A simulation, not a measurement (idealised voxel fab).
A process module follows: voxel ribs on slabs.
This is section cut - it's 175 nm across, gridded in 5 nm square cells.
For the purposes of this document, a cross-section shall be understood as a grid of square cells, specified as bands listed in top-to-bottom order, each band consisting of one or more rows of cells.
A band entry consists of two parts. The first gives the height of the band's top and the height of its bottom, in nm. The rest lists the band's materials from left to right, each with its width in nm. A single material labelled with the word "full width" fills the band from edge to edge, and the word "blank" marks empty space.
Heights from 0 (as-received wafer is one material below). Bottom band endless downward, as "from 0 down".
Read "30 to 40" as a graded width: first number on top, second number at the bottom, same change between each pair of neighbouring rows.
"remains unaltered" after a step means that no cell of the cross-section changed.
Reported under the label "Entrapped voids" are the empty spaces having no open way to the top and comprising 8 cells or more; the notation for each is width x height at distance, in which the distance is measured from the left edge and all three values are in nm.
That trailing text on a step's line, after the settings, is the simulator's own remark on the step.
"overlay nm" answers the question of how far to the right of plan the mask lay on a step that has a mask, and when it is negative the answer is to the left.
Pairs follow: section before one process step, section after it down to the lowest changed band, step with settings underneath. Pairs may come from different runs of this module on the same starting wafer; continuity with the pair above only as stated in the "Pre-process cross-section" entry.

Pre-process cross-section
	from 70 to 65  blank 70 nm; TiN 35 nm; blank 70 nm
	from 65 to 50  SiO2 full width
	from 50 to 30  SiO2 75 nm; SiN 25 nm; SiO2 75 nm
	from 30 to 25  SiO2 55 nm; SiN 65 nm; SiO2 55 nm
	from 25 to 0  SiN full width
	from 0 down  Si full width
	Entrapped voids: none

Step Result
	from 75 to 70  blank 65 nm; SiN 45 nm; blank 65 nm
	from 70 to 65  SiN 70 nm; TiN 35 nm; SiN 70 nm
	Everything under 65 stays put, no change at all.
	Entrapped voids: none
Between the two cross-sections shown above lies CONFORMAL_DEP [material SiN] [thk nm 5]

Pre-process cross-section
	from 60 to 50  aC full width
	from 50 to 25  SiN full width
	from 25 to 0  SiO2 full width
	from 0 down  Si full width
	Entrapped voids: none

Step Result
	from 85 to 60  resist 75 nm; blank 25 nm; resist 75 nm
	Everything under 60 stays put, no change at all.
	Entrapped voids: none
Between the two cross-sections shown above lies PATTERN [tone open] [mask id RIB] [material resist] [width nm 25] [thk nm 25] [overlay nm 0]

Pre-process cross-section: per the after cross-section of the pair just above.

Step Result
	from 75 to 60  resist 75 nm; blank 25 nm; resist 75 nm
	from 60 to 50  aC 75 nm; blank 25 nm; aC 75 nm
	Everything under 50 stays put, no change at all.
	Entrapped voids: none
Between the two cross-sections shown above lies DIRECTIONAL_ETCH [etch materials aC] [depth nm 10]

Pre-process cross-section: per the after cross-section of the pair just above.

Step Result
	from 60 to 50  aC 75 nm; blank 25 nm; aC 75 nm
	Everything under 50 stays put, no change at all.
	Entrapped voids: none
Between the two cross-sections shown above lies STRIP [etch materials resist]

Pre-process cross-section: per the after cross-section of the pair just above.

Step Result
	from 60 to 50  aC 75 nm; blank 25 nm; aC 75 nm
	from 50 to 30  SiN 75 nm; blank 25 nm; SiN 75 nm
	Everything under 30 stays put, no change at all.
	Entrapped voids: none
Between the two cross-sections shown above lies DIRECTIONAL_ETCH [etch materials SiN] [depth nm 20]

Pre-process cross-section: per the after cross-section of the pair just above.

Step Result
	from 50 to 30  SiN 75 nm; blank 25 nm; SiN 75 nm
	Everything under 30 stays put, no change at all.
	Entrapped voids: none
Between the two cross-sections shown above lies STRIP [etch materials aC]

Pre-process cross-section: per the after cross-section of the pair just above.

Step Result
	from 70 to 50  blank 55 nm; resist 65 nm; blank 55 nm
	from 50 to 30  SiN 75 nm; resist 25 nm; SiN 75 nm
	Everything under 30 stays put, no change at all.
	Entrapped voids: none
Between the two cross-sections shown above lies PATTERN [tone cover] [mask id SLAB] [material resist] [width nm 65] [thk nm 20] [overlay nm 0]

Pre-process cross-section: per the after cross-section of the pair just above.

Step Result
	from 70 to 50  blank 55 nm; resist 65 nm; blank 55 nm
	from 50 to 45  blank 55 nm; SiN 20 nm; resist 25 nm; SiN 20 nm; blank 55 nm
	Everything under 45 stays put, no change at all.
	Entrapped voids: none
Between the two cross-sections shown above lies DIRECTIONAL_ETCH [etch materials SiN] [depth nm 5]

Pre-process cross-section: per the after cross-section of the pair just above.

Step Result
	from 50 to 45  blank 55 nm; SiN 20 nm; blank 25 nm; SiN 20 nm; blank 55 nm
	from 45 to 30  SiN 75 nm; blank 25 nm; SiN 75 nm
	Everything under 30 stays put, no change at all.
	Entrapped voids: none
Between the two cross-sections shown above lies STRIP [etch materials resist]

Pre-process cross-section: per the after cross-section of the pair just above.

Step Result
	from 75 to 50  SiO2 full width
	from 50 to 45  SiO2 55 nm; SiN 20 nm; SiO2 25 nm; SiN 20 nm; SiO2 55 nm
	from 45 to 30  SiN 75 nm; SiO2 25 nm; SiN 75 nm
	Everything under 30 stays put, no change at all.
	Entrapped voids: none
Between the two cross-sections shown above lies FILL_DEP [material SiO2] [thk nm 25]

Pre-process cross-section: per the after cross-section of the pair just above.

Step Result
	from 65 to 50  SiO2 full width
	Everything under 50 stays put, no change at all.
	Entrapped voids: none
Between the two cross-sections shown above lies CMP [height nm 65]

Pre-process cross-section: per the after cross-section of the pair just above.

Step Result
	from 70 to 65  TiN full width
	Everything under 65 stays put, no change at all.
	Entrapped voids: none
Between the two cross-sections shown above lies DIRECTIONAL_DEP [material TiN] [thk nm 5]

Pre-process cross-section: per the after cross-section of the pair just above.

Step Result
	from 85 to 70  blank 70 nm; resist 35 nm; blank 70 nm
	Everything under 70 stays put, no change at all.
	Entrapped voids: none
Between the two cross-sections shown above lies PATTERN [tone cover] [mask id HEATER] [material resist] [width nm 35] [thk nm 15] [overlay nm 0]

Pre-process cross-section: per the after cross-section of the pair just above.

Step Result
	from 85 to 70  blank 70 nm; resist 35 nm; blank 70 nm
	from 70 to 65  blank 70 nm; TiN 35 nm; blank 70 nm
	Everything under 65 stays put, no change at all.
	Entrapped voids: none
Between the two cross-sections shown above lies DIRECTIONAL_ETCH [etch materials TiN] [depth nm 5]

Pre-process cross-section: per the after cross-section of the pair just above.

Step Result
	from 70 to 65  blank 70 nm; TiN 35 nm; blank 70 nm
	Everything under 65 stays put, no change at all.
	Entrapped voids: none
Between the two cross-sections shown above lies STRIP [etch materials resist]

Pre-process cross-section: per the after cross-section of the pair just above.

Step Result
	from 75 to 70  blank 65 nm; SiN 45 nm; blank 65 nm
	from 70 to 65  SiN 70 nm; TiN 35 nm; SiN 70 nm
	Everything under 65 stays put, no change at all.
	Entrapped voids: none
Between the two cross-sections shown above lies CONFORMAL_DEP [material SiN] [thk nm 5]
